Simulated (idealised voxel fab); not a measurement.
process module | voxel capacitor over wiring
cross-section cut | 240 nm wide | cells 5 nm
A cross-section is a grid of square cells, given in bands from the top down. A band is one or more rows of cells.
Each band's line starts with the height of the band's top and of its bottom, in nm. Then come its materials from left to right, each with its width in nm. One material with "throughout" fills the band from edge to edge. "air" is empty space.
Height 0 is the level under which the wafer as received is all one material. The lowest band goes on downwards, as in "0 down".
A width such as "30 to 40" changes by the same amount from each row of cells to the next, from the band's top row to its bottom row.
"no change" after a step means that no cell of the cross-section changed.
closed voids: empty space of 8 cells or more with no open way to the top, each as width x height at its distance from the left edge, in nm
after a step's settings: what the simulator itself notes on the step
overlay nm, on a step with a mask: how far to the right of its planned place the mask lay; to the left if negative
plan
1 op RECEIVE | material Si
2 op CONFORMAL_DEP | material SiO2 | thk nm 15
3 op DIRECTIONAL_DEP | material TiN | thk nm 5
4 op DIRECTIONAL_DEP | material Ru | thk nm 25
5 op DIRECTIONAL_DEP | material aC | thk nm 15
6 op PATTERN | tone cover | mask id METAL_1 | material resist | width nm 20 | pitch nm 75 | thk nm 35 | overlay nm 0
7 op DIRECTIONAL_ETCH | etch materials aC | depth nm 15
8 op STRIP | etch materials resist
9 op DIRECTIONAL_ETCH | etch materials Ru | depth nm 25
10 op DIRECTIONAL_ETCH | etch materials TiN | depth nm 5
11 op STRIP | etch materials aC
12 op CONFORMAL_DEP | material SiCN | thk nm 5
13 op FILL_DEP | material lowk | thk nm 5
14 op CMP | height nm 45
15 op CONFORMAL_DEP | material SiCN | thk nm 5
16 op DIRECTIONAL_DEP | material SiO2 | thk nm 15
17 op PATTERN | tone open | mask id PLUG_1 | material resist | width nm 15 | thk nm 20 | overlay nm 0
18 op DIRECTIONAL_ETCH | etch materials SiO2 | depth nm 15
19 op DIRECTIONAL_ETCH | etch materials SiCN | depth nm 5
20 op STRIP | etch materials resist
21 op CONFORMAL_DEP | material TiN | thk nm 5
22 op FILL_DEP | material Ru | thk nm 5
23 op CMP | height nm 65
24 op DIRECTIONAL_DEP | material TiN | thk nm 10
25 op DIRECTIONAL_DEP | material HfO2 | thk nm 5
26 op DIRECTIONAL_DEP | material TiN | thk nm 5
27 op MASKED_ETCH | tone cover | mask id UPPER_PLATE | width nm 60 | etch materials TiN | depth nm 5 | overlay nm 0
28 op MASKED_ETCH | tone cover | mask id UPPER_PLATE | width nm 60 | etch materials HfO2 | depth nm 5 | overlay nm 0
29 op PATTERN | tone cover | mask id LOWER_PLATE | material resist | width nm 70 | thk nm 15 | overlay nm 0
30 op DIRECTIONAL_ETCH | etch materials TiN | depth nm 10
31 op STRIP | etch materials resist
32 op FILL_DEP | material SiO2 | thk nm 20
33 op CMP | height nm 100
34 op DIRECTIONAL_DEP | material aC | thk nm 10
35 op PATTERN | tone open | mask id PLUG_2 | material resist | width nm 15 | thk nm 30 | overlay nm 0
36 op DIRECTIONAL_ETCH | etch materials aC | depth nm 10
37 op STRIP | etch materials resist
38 op DIRECTIONAL_ETCH | etch materials SiO2 | depth nm 15
39 op STRIP | etch materials aC
40 op CONFORMAL_DEP | material TiN | thk nm 5
41 op FILL_DEP | material W | thk nm 5
42 op CMP | height nm 100
43 op CONFORMAL_DEP | material SiCN | thk nm 5
first wafer, as planned
as received, after step 1
  0 down: Si throughout
  closed voids: none
after step 2
  15 to 0: SiO2 throughout
  below 0: unchanged
after step 3
  20 to 15: TiN throughout
  below 15: unchanged
after step 4
  45 to 20: Ru throughout
  below 20: unchanged
after step 5
  60 to 45: aC throughout
  below 45: unchanged
after step 6
  95 to 60: air 70 | resist 20 | air 55 | resist 20 | air 75
  below 60: unchanged
after step 7
  80 to 60: air 70 | resist 20 | air 55 | resist 20 | air 75
  60 to 45: air 70 | aC 20 | air 55 | aC 20 | air 75
  below 45: unchanged
after step 8
  60 to 45: air 70 | aC 20 | air 55 | aC 20 | air 75
  below 45: unchanged
after step 9
  60 to 45: air 70 | aC 20 | air 55 | aC 20 | air 75
  45 to 20: air 70 | Ru 20 | air 55 | Ru 20 | air 75
  below 20: unchanged
after step 10
  60 to 45: air 70 | aC 20 | air 55 | aC 20 | air 75
  45 to 20: air 70 | Ru 20 | air 55 | Ru 20 | air 75
  20 to 15: air 70 | TiN 20 | air 55 | TiN 20 | air 75
  below 15: unchanged
after step 11
  45 to 20: air 70 | Ru 20 | air 55 | Ru 20 | air 75
  below 20: unchanged
after step 12
  50 to 45: air 65 | SiCN 30 | air 45 | SiCN 30 | air 70
  45 to 20: air 65 | SiCN 5 | Ru 20 | SiCN 5 | air 45 | SiCN 5 | Ru 20 | SiCN 5 | air 70
  20 to 15: SiCN 70 | TiN 20 | SiCN 55 | TiN 20 | SiCN 75
  below 15: unchanged
after step 13
  55 to 50: lowk throughout
  50 to 45: lowk 65 | SiCN 30 | lowk 45 | SiCN 30 | lowk 70
  45 to 20: lowk 65 | SiCN 5 | Ru 20 | SiCN 5 | lowk 45 | SiCN 5 | Ru 20 | SiCN 5 | lowk 70
  below 20: unchanged
after step 14
  45 to 20: lowk 65 | SiCN 5 | Ru 20 | SiCN 5 | lowk 45 | SiCN 5 | Ru 20 | SiCN 5 | lowk 70
  below 20: unchanged
after step 15
  50 to 45: SiCN throughout
  below 45: unchanged
after step 16
  65 to 50: SiO2 throughout
  below 50: unchanged
after step 17
  85 to 65: resist 75 | air 15 | resist 150
  below 65: unchanged
after step 18
  85 to 65: resist 75 | air 15 | resist 150
  65 to 50: SiO2 75 | air 15 | SiO2 150
  below 50: unchanged
after step 19
  85 to 65: resist 75 | air 15 | resist 150
  65 to 50: SiO2 75 | air 15 | SiO2 150
  50 to 45: SiCN 75 | air 15 | SiCN 150
  below 45: unchanged
after step 20
  65 to 50: SiO2 75 | air 15 | SiO2 150
  below 50: unchanged
after step 21
  70 to 65: TiN 80 | air 5 | TiN 155
  65 to 50: SiO2 75 | TiN 5 | air 5 | TiN 5 | SiO2 150
  50 to 45: SiCN 75 | TiN 15 | SiCN 150
  below 45: unchanged
after step 22
  75 to 70: Ru throughout
  70 to 65: TiN 80 | Ru 5 | TiN 155
  65 to 50: SiO2 75 | TiN 5 | Ru 5 | TiN 5 | SiO2 150
  below 50: unchanged
after step 23
  65 to 50: SiO2 75 | TiN 5 | Ru 5 | TiN 5 | SiO2 150
  below 50: unchanged
after step 24
  75 to 65: TiN throughout
  below 65: unchanged
after step 25
  80 to 75: HfO2 throughout
  below 75: unchanged
after step 26
  85 to 80: TiN throughout
  below 80: unchanged
after step 27
  85 to 80: air 75 | TiN 60 | air 105
  below 80: unchanged
after step 28
  85 to 80: air 75 | TiN 60 | air 105
  80 to 75: air 75 | HfO2 60 | air 105
  below 75: unchanged
after step 29
  100 to 85: air 70 | resist 70 | air 100
  85 to 80: air 70 | resist 5 | TiN 60 | resist 5 | air 100
  80 to 75: air 70 | resist 5 | HfO2 60 | resist 5 | air 100
  below 75: unchanged
after step 30
  100 to 85: air 70 | resist 70 | air 100
  85 to 80: air 70 | resist 5 | TiN 60 | resist 5 | air 100
  80 to 75: air 70 | resist 5 | HfO2 60 | resist 5 | air 100
  75 to 65: air 70 | TiN 70 | air 100
  below 65: unchanged
after step 31
  85 to 80: air 75 | TiN 60 | air 105
  80 to 75: air 75 | HfO2 60 | air 105
  below 75: unchanged
after step 32
  105 to 85: SiO2 throughout
  85 to 80: SiO2 75 | TiN 60 | SiO2 105
  80 to 75: SiO2 75 | HfO2 60 | SiO2 105
  75 to 65: SiO2 70 | TiN 70 | SiO2 100
  below 65: unchanged
after step 33
  100 to 85: SiO2 throughout
  below 85: unchanged
after step 34
  110 to 100: aC throughout
  below 100: unchanged
after step 35
  140 to 110: resist 85 | air 15 | resist 140
  below 110: unchanged
after step 36
  130 to 110: resist 85 | air 15 | resist 140
  110 to 100: aC 85 | air 15 | aC 140
  below 100: unchanged
after step 37
  110 to 100: aC 85 | air 15 | aC 140
  below 100: unchanged
after step 38
  110 to 100: aC 85 | air 15 | aC 140
  100 to 85: SiO2 85 | air 15 | SiO2 140
  below 85: unchanged
after step 39
  100 to 85: SiO2 85 | air 15 | SiO2 140
  below 85: unchanged
after step 40
  105 to 100: TiN 90 | air 5 | TiN 145
  100 to 90: SiO2 85 | TiN 5 | air 5 | TiN 5 | SiO2 140
  90 to 80: SiO2 85 to 75 | TiN 15 to 60 | SiO2 140 to 105
  below 80: unchanged
after step 41
  110 to 105: W throughout
  105 to 100: TiN 90 | W 5 | TiN 145
  100 to 90: SiO2 85 | TiN 5 | W 5 | TiN 5 | SiO2 140
  below 90: unchanged
after step 42
  100 to 90: SiO2 85 | TiN 5 | W 5 | TiN 5 | SiO2 140
  below 90: unchanged
after step 43
  105 to 100: SiCN throughout
  below 100: unchanged
second wafer: like start, like plan, one mistake. Through step 1 it matches the first wafer
when step 2 should have ended
  30 to 0: SiO2 throughout
  below 0: unchanged
when step 3 should have ended
  35 to 30: TiN throughout
  below 30: unchanged
when step 4 should have ended
  60 to 35: Ru throughout
  below 35: unchanged
when step 5 should have ended
  75 to 60: aC throughout
  below 60: unchanged
when step 6 should have ended
  110 to 75: air 70 | resist 20 | air 55 | resist 20 | air 75
  below 75: unchanged
when step 7 should have ended
  95 to 75: air 70 | resist 20 | air 55 | resist 20 | air 75
  75 to 60: air 70 | aC 20 | air 55 | aC 20 | air 75
  below 60: unchanged
when step 8 should have ended
  75 to 60: air 70 | aC 20 | air 55 | aC 20 | air 75
  below 60: unchanged
when step 9 should have ended
  75 to 60: air 70 | aC 20 | air 55 | aC 20 | air 75
  60 to 35: air 70 | Ru 20 | air 55 | Ru 20 | air 75
  below 35: unchanged
when step 10 should have ended
  75 to 60: air 70 | aC 20 | air 55 | aC 20 | air 75
  60 to 35: air 70 | Ru 20 | air 55 | Ru 20 | air 75
  35 to 30: air 70 | TiN 20 | air 55 | TiN 20 | air 75
  below 30: unchanged
when step 11 should have ended
  60 to 35: air 70 | Ru 20 | air 55 | Ru 20 | air 75
  below 35: unchanged
when step 12 should have ended
  65 to 60: air 65 | SiCN 30 | air 45 | SiCN 30 | air 70
  60 to 35: air 65 | SiCN 5 | Ru 20 | SiCN 5 | air 45 | SiCN 5 | Ru 20 | SiCN 5 | air 70
  35 to 30: SiCN 70 | TiN 20 | SiCN 55 | TiN 20 | SiCN 75
  below 30: unchanged
when step 13 should have ended
  70 to 65: lowk throughout
  65 to 60: lowk 65 | SiCN 30 | lowk 45 | SiCN 30 | lowk 70
  60 to 35: lowk 65 | SiCN 5 | Ru 20 | SiCN 5 | lowk 45 | SiCN 5 | Ru 20 | SiCN 5 | lowk 70
  below 35: unchanged
when step 14 should have ended
  45 to 35: lowk 65 | SiCN 5 | Ru 20 | SiCN 5 | lowk 45 | SiCN 5 | Ru 20 | SiCN 5 | lowk 70
  below 35: unchanged
when step 15 should have ended
  50 to 45: SiCN throughout
  below 45: unchanged
when step 16 should have ended
  65 to 50: SiO2 throughout
  below 50: unchanged
when step 17 should have ended
  85 to 65: resist 75 | air 15 | resist 150
  below 65: unchanged
when step 18 should have ended
  85 to 65: resist 75 | air 15 | resist 150
  65 to 50: SiO2 75 | air 15 | SiO2 150
  below 50: unchanged
when step 19 should have ended
  85 to 65: resist 75 | air 15 | resist 150
  65 to 50: SiO2 75 | air 15 | SiO2 150
  50 to 45: SiCN 75 | air 15 | SiCN 150
  below 45: unchanged
when step 20 should have ended
  65 to 50: SiO2 75 | air 15 | SiO2 150
  below 50: unchanged
when step 21 should have ended
  70 to 65: TiN 80 | air 5 | TiN 155
  65 to 50: SiO2 75 | TiN 5 | air 5 | TiN 5 | SiO2 150
  50 to 45: SiCN 75 | TiN 15 | SiCN 150
  below 45: unchanged
when step 22 should have ended
  75 to 70: Ru throughout
  70 to 65: TiN 80 | Ru 5 | TiN 155
  65 to 50: SiO2 75 | TiN 5 | Ru 5 | TiN 5 | SiO2 150
  below 50: unchanged
when step 23 should have ended
  65 to 50: SiO2 75 | TiN 5 | Ru 5 | TiN 5 | SiO2 150
  below 50: unchanged
when step 24 should have ended
  75 to 65: TiN throughout
  below 65: unchanged
when step 25 should have ended
  80 to 75: HfO2 throughout
  below 75: unchanged
when step 26 should have ended
  85 to 80: TiN throughout
  below 80: unchanged
when step 27 should have ended
  85 to 80: air 75 | TiN 60 | air 105
  below 80: unchanged
when step 28 should have ended
  85 to 80: air 75 | TiN 60 | air 105
  80 to 75: air 75 | HfO2 60 | air 105
  below 75: unchanged
when step 29 should have ended
  100 to 85: air 70 | resist 70 | air 100
  85 to 80: air 70 | resist 5 | TiN 60 | resist 5 | air 100
  80 to 75: air 70 | resist 5 | HfO2 60 | resist 5 | air 100
  below 75: unchanged
when step 30 should have ended
  100 to 85: air 70 | resist 70 | air 100
  85 to 80: air 70 | resist 5 | TiN 60 | resist 5 | air 100
  80 to 75: air 70 | resist 5 | HfO2 60 | resist 5 | air 100
  75 to 65: air 70 | TiN 70 | air 100
  below 65: unchanged
when step 31 should have ended
  85 to 80: air 75 | TiN 60 | air 105
  80 to 75: air 75 | HfO2 60 | air 105
  below 75: unchanged
when step 32 should have ended
  105 to 85: SiO2 throughout
  85 to 80: SiO2 75 | TiN 60 | SiO2 105
  80 to 75: SiO2 75 | HfO2 60 | SiO2 105
  75 to 65: SiO2 70 | TiN 70 | SiO2 100
  below 65: unchanged
when step 33 should have ended
  100 to 85: SiO2 throughout
  below 85: unchanged
when step 34 should have ended
  110 to 100: aC throughout
  below 100: unchanged
when step 35 should have ended
  140 to 110: resist 85 | air 15 | resist 140
  below 110: unchanged
when step 36 should have ended
  130 to 110: resist 85 | air 15 | resist 140
  110 to 100: aC 85 | air 15 | aC 140
  below 100: unchanged
when step 37 should have ended
  110 to 100: aC 85 | air 15 | aC 140
  below 100: unchanged
when step 38 should have ended
  110 to 100: aC 85 | air 15 | aC 140
  100 to 85: SiO2 85 | air 15 | SiO2 140
  below 85: unchanged
when step 39 should have ended
  100 to 85: SiO2 85 | air 15 | SiO2 140
  below 85: unchanged
when step 40 should have ended
  105 to 100: TiN 90 | air 5 | TiN 145
  100 to 90: SiO2 85 | TiN 5 | air 5 | TiN 5 | SiO2 140
  90 to 80: SiO2 85 to 75 | TiN 15 to 60 | SiO2 140 to 105
  below 80: unchanged
when step 41 should have ended
  110 to 105: W throughout
  105 to 100: TiN 90 | W 5 | TiN 145
  100 to 90: SiO2 85 | TiN 5 | W 5 | TiN 5 | SiO2 140
  below 90: unchanged
when step 42 should have ended
  100 to 90: SiO2 85 | TiN 5 | W 5 | TiN 5 | SiO2 140
  below 90: unchanged
when step 43 should have ended
  105 to 100: SiCN throughout
  below 100: unchanged
what went wrong: step 2 was run twice
at the end the second wafer has, in cells: 24 fewer of Ru | 12 fewer of SiCN | 144 more of SiO2 | 108 fewer of lowk
